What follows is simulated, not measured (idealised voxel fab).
Process module name: voxel transistor to metal
Shown is cross-section cut, with a width of 200 nm and square cells of size 5 nm.
Each cross-section below is a grid of square cells, stated as bands in top-down order, with one or more rows of cells making up each band. What a band's entry tells you: where the top is and where the bottom is, as heights in nm, and after that what lies inside, material by material from left to right, each with its width in nm. Empty space is written as the word "air", and a single material marked with the word "throughout" occupies the band from edge to edge. Height is counted from the level 0, under which the received wafer is composed throughout of one material. The lowest of the bands is not closed at the bottom but continues downward, in the notation "0 and below". It should be noted that a width expressed as "30 to 40" varies in equal increments from row to row of cells within the band, taking the value of the first number at the top row and that of the second number at the bottom row. Step note "no alterations made" = no cross-section cell changed. "Unvented internal voids" means: voids of 8 cells or more that are shut off from the top with no open way through. Written width x height at distance, distance from the left edge, in nm. Step line, after settings: the simulator's comment on this step. overlay nm, on a step with a mask: how far to the right of its planned place the mask lay; to the left if negative.
**Intended process steps**
1) RECEIVE,material Si
2) OXIDIZE,depth nm 5
3) CONFORMAL_DEP,material SiN,thk nm 10
4) MASKED_ETCH,tone cover,mask id ACTIVE,width nm 110,etch materials SiN,depth nm 10,overlay nm 0
5) MASKED_ETCH,tone cover,mask id ACTIVE,width nm 110,etch materials SiO2,depth nm 5,overlay nm 0
6) MASKED_ETCH,tone cover,mask id ACTIVE,width nm 110,etch materials Si,depth nm 35,overlay nm 0
7) OXIDIZE,depth nm 5
8) FILL_DEP,material SiO2,thk nm 5
9) CMP,height nm 10
10) SELECTIVE_ETCH,etch materials SiO2,depth nm 10
11) STRIP,etch materials SiN
12) SELECTIVE_ETCH,etch materials SiO2,depth nm 5
13) OXIDIZE,depth nm 5
14) DIRECTIONAL_DEP,material polySi,thk nm 25
15) DIRECTIONAL_DEP,material SiCN,thk nm 15
16) DIRECTIONAL_DEP,material aC,thk nm 15
17) PATTERN,tone cover,mask id GATE,material resist,width nm 20,thk nm 30,overlay nm 0
18) DIRECTIONAL_ETCH,etch materials aC,depth nm 15
19) STRIP,etch materials resist
20) DIRECTIONAL_ETCH,etch materials SiCN,depth nm 25
21) DIRECTIONAL_ETCH,etch materials polySi,depth nm 35
22) STRIP,etch materials aC
23) CONFORMAL_DEP,material SiO2,thk nm 5
24) DIRECTIONAL_ETCH,etch materials SiO2,depth nm 5
25) CONFORMAL_DEP,material SiN,thk nm 5
26) DIRECTIONAL_ETCH,etch materials SiN,depth nm 5
27) DIRECTIONAL_ETCH,etch materials SiO2,depth nm 5
28) DIRECTIONAL_ETCH,etch materials Si,depth nm 10
29) EPI,material nSi,thk nm 10
30) FILL_DEP,material SiO2,thk nm 10
31) CMP,height nm 35
32) DIRECTIONAL_DEP,material SiO2,thk nm 15
33) DIRECTIONAL_DEP,material aC,thk nm 10
34) PATTERN,tone open,mask id CONTACT,material resist,width nm 20,pitch nm 80,thk nm 25,overlay nm 0
35) DIRECTIONAL_ETCH,etch materials aC,depth nm 10
36) STRIP,etch materials resist
37) DIRECTIONAL_ETCH,etch materials SiO2,depth nm 60
38) STRIP,etch materials aC
39) CONFORMAL_DEP,material TiN,thk nm 5
40) FILL_DEP,material W,thk nm 10
41) CMP,height nm 50
42) CONFORMAL_DEP,material SiN,thk nm 5
43) DIRECTIONAL_DEP,material lowk,thk nm 25
44) MASKED_ETCH,tone open,mask id METAL_1,width nm 20,pitch nm 80,etch materials lowk,depth nm 25,overlay nm 0
45) MASKED_ETCH,tone open,mask id METAL_1,width nm 20,pitch nm 80,etch materials SiN,depth nm 5,overlay nm 0
46) CONFORMAL_DEP,material TiN,thk nm 5
47) FILL_DEP,material W,thk nm 10
48) CMP,height nm 80
49) EPI,material Ru,thk nm 5
50) FILL_DEP,material SiCN,thk nm 5
**Concerning the first of two wafers, which was run in accordance with the plan**
**Received-state cross-section, reflecting completion of step 1**
0 and below | Si throughout
Unvented internal voids: none
**Cross-section through the wafer, step 2 finished**
0 down to -5 | SiO2 throughout
Below -5, no change.
**Cross-section through the wafer, step 3 finished**
10 down to 0 | SiN throughout
Below 0, no change.
**Cross-section through the wafer, step 4 finished**
10 down to 0 | air (45); SiN (110); air (45)
Below 0, no change.
**Cross-section through the wafer, step 5 finished**
10 down to 0 | air (45); SiN (110); air (45)
0 down to -5 | air (45); SiO2 (110); air (45)
Below -5, no change.
**Cross-section through the wafer, step 6 finished**
10 down to 0 | air (45); SiN (110); air (45)
0 down to -5 | air (45); SiO2 (110); air (45)
-5 down to -40 | air (45); Si (110); air (45)
Below -40, no change.
**Cross-section through the wafer, step 7 finished**
10 down to 0 | air (45); SiN (110); air (45)
0 down to -5 | air (45); SiO2 (110); air (45)
-5 down to -40 | air (45); SiO2 (5); Si (100); SiO2 (5); air (45)
-40 down to -45 | SiO2 (50); Si (100); SiO2 (50)
Below -45, no change.
**Cross-section through the wafer, step 8 finished**
15 down to 10 | SiO2 throughout
10 down to 0 | SiO2 (45); SiN (110); SiO2 (45)
0 down to -5 | SiO2 throughout
-5 down to -45 | SiO2 (50); Si (100); SiO2 (50)
Below -45, no change.
**Cross-section through the wafer, step 9 finished**
10 down to 0 | SiO2 (45); SiN (110); SiO2 (45)
Below 0, no change.
**Cross-section through the wafer, step 10 finished**
10 down to 0 | air (45); SiN (110); air (45)
Below 0, no change.
**Cross-section through the wafer, step 11 finished**
0 down to -5 | SiO2 throughout
Below -5, no change.
**Cross-section through the wafer, step 12 finished**
-5 down to -45 | SiO2 (50); Si (100); SiO2 (50)
Below -45, no change.
**Cross-section through the wafer, step 13 finished**
-5 down to -10 | SiO2 throughout
Below -10, no change.
**Cross-section through the wafer, step 14 finished**
20 down to -5 | polySi throughout
Below -5, no change.
**Cross-section through the wafer, step 15 finished**
35 down to 20 | SiCN throughout
Below 20, no change.
**Cross-section through the wafer, step 16 finished**
50 down to 35 | aC throughout
Below 35, no change.
**Cross-section through the wafer, step 17 finished**
80 down to 50 | air (90); resist (20); air (90)
Below 50, no change.
**Cross-section through the wafer, step 18 finished**
65 down to 50 | air (90); resist (20); air (90)
50 down to 35 | air (90); aC (20); air (90)
Below 35, no change.
**Cross-section through the wafer, step 19 finished**
50 down to 35 | air (90); aC (20); air (90)
Below 35, no change.
**Cross-section through the wafer, step 20 finished**
50 down to 35 | air (90); aC (20); air (90)
35 down to 20 | air (90); SiCN (20); air (90)
Below 20, no change.
**Cross-section through the wafer, step 21 finished**
50 down to 35 | air (90); aC (20); air (90)
35 down to 20 | air (90); SiCN (20); air (90)
20 down to -5 | air (90); polySi (20); air (90)
Below -5, no change.
**Cross-section through the wafer, step 22 finished**
35 down to 20 | air (90); SiCN (20); air (90)
Below 20, no change.
**Cross-section through the wafer, step 23 finished**
40 down to 35 | air (85); SiO2 (30); air (85)
35 down to 20 | air (85); SiO2 (5); SiCN (20); SiO2 (5); air (85)
20 down to 0 | air (85); SiO2 (5); polySi (20); SiO2 (5); air (85)
0 down to -5 | SiO2 (90); polySi (20); SiO2 (90)
Below -5, no change.
**Cross-section through the wafer, step 24 finished**
35 down to 20 | air (85); SiO2 (5); SiCN (20); SiO2 (5); air (85)
20 down to -5 | air (85); SiO2 (5); polySi (20); SiO2 (5); air (85)
Below -5, no change.
**Cross-section through the wafer, step 25 finished**
40 down to 35 | air (80); SiN (40); air (80)
35 down to 20 | air (80); SiN (5); SiO2 (5); SiCN (20); SiO2 (5); SiN (5); air (80)
20 down to 0 | air (80); SiN (5); SiO2 (5); polySi (20); SiO2 (5); SiN (5); air (80)
0 down to -5 | SiN (85); SiO2 (5); polySi (20); SiO2 (5); SiN (85)
Below -5, no change.
**Cross-section through the wafer, step 26 finished**
35 down to 20 | air (80); SiN (5); SiO2 (5); SiCN (20); SiO2 (5); SiN (5); air (80)
20 down to -5 | air (80); SiN (5); SiO2 (5); polySi (20); SiO2 (5); SiN (5); air (80)
Below -5, no change.
**Cross-section through the wafer, step 27 finished**
35 down to 30 | air (80); SiN (5); air (5); SiCN (20); air (5); SiN (5); air (80)
30 down to 20 | air (80); SiN (5); SiO2 (5); SiCN (20); SiO2 (5); SiN (5); air (80)
20 down to -5 | air (80); SiN (5); SiO2 (5); polySi (20); SiO2 (5); SiN (5); air (80)
-5 down to -10 | air (80); SiO2 (40); air (80)
Below -10, no change.
**Cross-section through the wafer, step 28 finished**
35 down to 30 | air (80); SiN (5); air (5); SiCN (20); air (5); SiN (5); air (80)
30 down to 20 | air (80); SiN (5); SiO2 (5); SiCN (20); SiO2 (5); SiN (5); air (80)
20 down to -5 | air (80); SiN (5); SiO2 (5); polySi (20); SiO2 (5); SiN (5); air (80)
-5 down to -10 | air (80); SiO2 (40); air (80)
-10 down to -20 | SiO2 (50); air (30); Si (40); air (30); SiO2 (50)
Below -20, no change.
**Cross-section through the wafer, step 29 finished**
35 down to 30 | air (80); SiN (5); air (5); SiCN (20); air (5); SiN (5); air (80)
30 down to 20 | air (80); SiN (5); SiO2 (5); SiCN (20); SiO2 (5); SiN (5); air (80)
20 down to 0 | air (80); SiN (5); SiO2 (5); polySi (20); SiO2 (5); SiN (5); air (80)
0 down to -5 | air (70); nSi (10); SiN (5); SiO2 (5); polySi (20); SiO2 (5); SiN (5); nSi (10); air (70)
-5 down to -10 | air (70); nSi (10); SiO2 (40); nSi (10); air (70)
-10 down to -20 | SiO2 (50); nSi (30); Si (40); nSi (30); SiO2 (50)
Below -20, no change.
**Cross-section through the wafer, step 30 finished**
45 down to 35 | SiO2 throughout
35 down to 20 | SiO2 (80); SiN (5); SiO2 (5); SiCN (20); SiO2 (5); SiN (5); SiO2 (80)
20 down to 0 | SiO2 (80); SiN (5); SiO2 (5); polySi (20); SiO2 (5); SiN (5); SiO2 (80)
0 down to -5 | SiO2 (70); nSi (10); SiN (5); SiO2 (5); polySi (20); SiO2 (5); SiN (5); nSi (10); SiO2 (70)
-5 down to -10 | SiO2 (70); nSi (10); SiO2 (40); nSi (10); SiO2 (70)
Below -10, no change.
**Cross-section through the wafer, step 31 finished**
35 down to 20 | SiO2 (80); SiN (5); SiO2 (5); SiCN (20); SiO2 (5); SiN (5); SiO2 (80)
Below 20, no change.
**Cross-section through the wafer, step 32 finished**
50 down to 35 | SiO2 throughout
Below 35, no change.
**Cross-section through the wafer, step 33 finished**
60 down to 50 | aC throughout
Below 50, no change.
**Cross-section through the wafer, step 34 finished**
85 down to 60 | resist (50); air (20); resist (60); air (20); resist (50)
Below 60, no change.
**Cross-section through the wafer, step 35 finished**
75 down to 60 | resist (50); air (20); resist (60); air (20); resist (50)
60 down to 50 | aC (50); air (20); aC (60); air (20); aC (50)
Below 50, no change.
**Cross-section through the wafer, step 36 finished**
60 down to 50 | aC (50); air (20); aC (60); air (20); aC (50)
Below 50, no change.
**Cross-section through the wafer, step 37 finished**
60 down to 50 | aC (50); air (20); aC (60); air (20); aC (50)
50 down to 35 | SiO2 (50); air (20); SiO2 (60); air (20); SiO2 (50)
35 down to 20 | SiO2 (50); air (20); SiO2 (10); SiN (5); SiO2 (5); SiCN (20); SiO2 (5); SiN (5); SiO2 (10); air (20); SiO2 (50)
20 down to 0 | SiO2 (50); air (20); SiO2 (10); SiN (5); SiO2 (5); polySi (20); SiO2 (5); SiN (5); SiO2 (10); air (20); SiO2 (50)
0 down to -5 | SiO2 (50); air (20); nSi (10); SiN (5); SiO2 (5); polySi (20); SiO2 (5); SiN (5); nSi (10); air (20); SiO2 (50)
-5 down to -10 | SiO2 (50); air (20); nSi (10); SiO2 (40); nSi (10); air (20); SiO2 (50)
Below -10, no change.
**Cross-section through the wafer, step 38 finished**
50 down to 35 | SiO2 (50); air (20); SiO2 (60); air (20); SiO2 (50)
Below 35, no change.
**Cross-section through the wafer, step 39 finished**
55 down to 50 | TiN (55); air (10); TiN (70); air (10); TiN (55)
50 down to 35 | SiO2 (50); TiN (5); air (10); TiN (5); SiO2 (60); TiN (5); air (10); TiN (5); SiO2 (50)
35 down to 20 | SiO2 (50); TiN (5); air (10); TiN (5); SiO2 (10); SiN (5); SiO2 (5); SiCN (20); SiO2 (5); SiN (5); SiO2 (10); TiN (5); air (10); TiN (5); SiO2 (50)
20 down to 0 | SiO2 (50); TiN (5); air (10); TiN (5); SiO2 (10); SiN (5); SiO2 (5); polySi (20); SiO2 (5); SiN (5); SiO2 (10); TiN (5); air (10); TiN (5); SiO2 (50)
0 down to -5 | SiO2 (50); TiN (5); air (10); TiN (5); nSi (10); SiN (5); SiO2 (5); polySi (20); SiO2 (5); SiN (5); nSi (10); TiN (5); air (10); TiN (5); SiO2 (50)
-5 down to -10 | SiO2 (50); TiN (20); nSi (10); SiO2 (40); nSi (10); TiN (20); SiO2 (50)
Below -10, no change.
**Cross-section through the wafer, step 40 finished**
65 down to 55 | W throughout
55 down to 50 | TiN (55); W (10); TiN (70); W (10); TiN (55)
50 down to 35 | SiO2 (50); TiN (5); W (10); TiN (5); SiO2 (60); TiN (5); W (10); TiN (5); SiO2 (50)
35 down to 20 | SiO2 (50); TiN (5); W (10); TiN (5); SiO2 (10); SiN (5); SiO2 (5); SiCN (20); SiO2 (5); SiN (5); SiO2 (10); TiN (5); W (10); TiN (5); SiO2 (50)
20 down to 0 | SiO2 (50); TiN (5); W (10); TiN (5); SiO2 (10); SiN (5); SiO2 (5); polySi (20); SiO2 (5); SiN (5); SiO2 (10); TiN (5); W (10); TiN (5); SiO2 (50)
0 down to -5 | SiO2 (50); TiN (5); W (10); TiN (5); nSi (10); SiN (5); SiO2 (5); polySi (20); SiO2 (5); SiN (5); nSi (10); TiN (5); W (10); TiN (5); SiO2 (50)
Below -5, no change.
**Cross-section through the wafer, step 41 finished**
50 down to 35 | SiO2 (50); TiN (5); W (10); TiN (5); SiO2 (60); TiN (5); W (10); TiN (5); SiO2 (50)
Below 35, no change.
**Cross-section through the wafer, step 42 finished**
55 down to 50 | SiN throughout
Below 50, no change.
**Cross-section through the wafer, step 43 finished**
80 down to 55 | lowk throughout
Below 55, no change.
**Cross-section through the wafer, step 44 finished**
80 down to 55 | lowk (50); air (20); lowk (60); air (20); lowk (50)
Below 55, no change.
**Cross-section through the wafer, step 45 finished**
80 down to 55 | lowk (50); air (20); lowk (60); air (20); lowk (50)
55 down to 50 | SiN (50); air (20); SiN (60); air (20); SiN (50)
Below 50, no change.
**Cross-section through the wafer, step 46 finished**
85 down to 80 | TiN (55); air (10); TiN (70); air (10); TiN (55)
80 down to 55 | lowk (50); TiN (5); air (10); TiN (5); lowk (60); TiN (5); air (10); TiN (5); lowk (50)
55 down to 50 | SiN (50); TiN (20); SiN (60); TiN (20); SiN (50)
Below 50, no change.
**Cross-section through the wafer, step 47 finished**
95 down to 85 | W throughout
85 down to 80 | TiN (55); W (10); TiN (70); W (10); TiN (55)
80 down to 55 | lowk (50); TiN (5); W (10); TiN (5); lowk (60); TiN (5); W (10); TiN (5); lowk (50)
Below 55, no change.
**Cross-section through the wafer, step 48 finished**
80 down to 55 | lowk (50); TiN (5); W (10); TiN (5); lowk (60); TiN (5); W (10); TiN (5); lowk (50)
Below 55, no change.
**Cross-section through the wafer, step 49 finished**
85 down to 80 | air (45); Ru (30); air (50); Ru (30); air (45)
Below 80, no change.
**Cross-section through the wafer, step 50 finished**
90 down to 85 | SiCN throughout
85 down to 80 | SiCN (45); Ru (30); SiCN (50); Ru (30); SiCN (45)
Below 80, no change.
**The remaining wafer, second of the two, started like the first and was run to the same plan, except that one mistake was made along the way; the two coincide through step 31, inclusive**
**Cross-section: second wafer, time at which step 32 was scheduled to end**
50 down to 35 | polySi throughout
Below 35, no change.
**Cross-section: second wafer, time at which step 33 was scheduled to end**
60 down to 50 | aC throughout
Below 50, no change.
**Cross-section: second wafer, time at which step 34 was scheduled to end**
85 down to 60 | resist (50); air (20); resist (60); air (20); resist (50)
Below 60, no change.
**Cross-section: second wafer, time at which step 35 was scheduled to end**
75 down to 60 | resist (50); air (20); resist (60); air (20); resist (50)
60 down to 50 | aC (50); air (20); aC (60); air (20); aC (50)
Below 50, no change.
**Cross-section: second wafer, time at which step 36 was scheduled to end**
60 down to 50 | aC (50); air (20); aC (60); air (20); aC (50)
Below 50, no change.
Cross-section: second wafer, time at which step 37 was scheduled to end: no alterations made
**Cross-section: second wafer, time at which step 38 was scheduled to end**
50 down to 35 | polySi throughout
Below 35, no change.
**Cross-section: second wafer, time at which step 39 was scheduled to end**
55 down to 50 | TiN throughout
Below 50, no change.
**Cross-section: second wafer, time at which step 40 was scheduled to end**
65 down to 55 | W throughout
Below 55, no change.
**Cross-section: second wafer, time at which step 41 was scheduled to end**
50 down to 35 | polySi throughout
Below 35, no change.
**Cross-section: second wafer, time at which step 42 was scheduled to end**
55 down to 50 | SiN throughout
Below 50, no change.
**Cross-section: second wafer, time at which step 43 was scheduled to end**
80 down to 55 | lowk throughout
Below 55, no change.
**Cross-section: second wafer, time at which step 44 was scheduled to end**
80 down to 55 | lowk (50); air (20); lowk (60); air (20); lowk (50)
Below 55, no change.
**Cross-section: second wafer, time at which step 45 was scheduled to end**
80 down to 55 | lowk (50); air (20); lowk (60); air (20); lowk (50)
55 down to 50 | SiN (50); air (20); SiN (60); air (20); SiN (50)
Below 50, no change.
**Cross-section: second wafer, time at which step 46 was scheduled to end**
85 down to 80 | TiN (55); air (10); TiN (70); air (10); TiN (55)
80 down to 55 | lowk (50); TiN (5); air (10); TiN (5); lowk (60); TiN (5); air (10); TiN (5); lowk (50)
55 down to 50 | SiN (50); TiN (20); SiN (60); TiN (20); SiN (50)
Below 50, no change.
**Cross-section: second wafer, time at which step 47 was scheduled to end**
95 down to 85 | W throughout
85 down to 80 | TiN (55); W (10); TiN (70); W (10); TiN (55)
80 down to 55 | lowk (50); TiN (5); W (10); TiN (5); lowk (60); TiN (5); W (10); TiN (5); lowk (50)
Below 55, no change.
**Cross-section: second wafer, time at which step 48 was scheduled to end**
80 down to 55 | lowk (50); TiN (5); W (10); TiN (5); lowk (60); TiN (5); W (10); TiN (5); lowk (50)
Below 55, no change.
**Cross-section: second wafer, time at which step 49 was scheduled to end**
85 down to 80 | air (45); Ru (30); air (50); Ru (30); air (45)
Below 80, no change.
**Cross-section: second wafer, time at which step 50 was scheduled to end**
90 down to 85 | SiCN throughout
85 down to 80 | SiCN (45); Ru (30); SiCN (50); Ru (30); SiCN (45)
Below 80, no change.
Here's what went sideways: rather than as planned, step 32 actually ran as DIRECTIONAL_DEP,material polySi,thk nm 15
Final cells, second wafer relative to first, materials higher or lower: SiO2: 24 fewer | TiN: 52 fewer | W: 44 fewer | polySi: 120 more
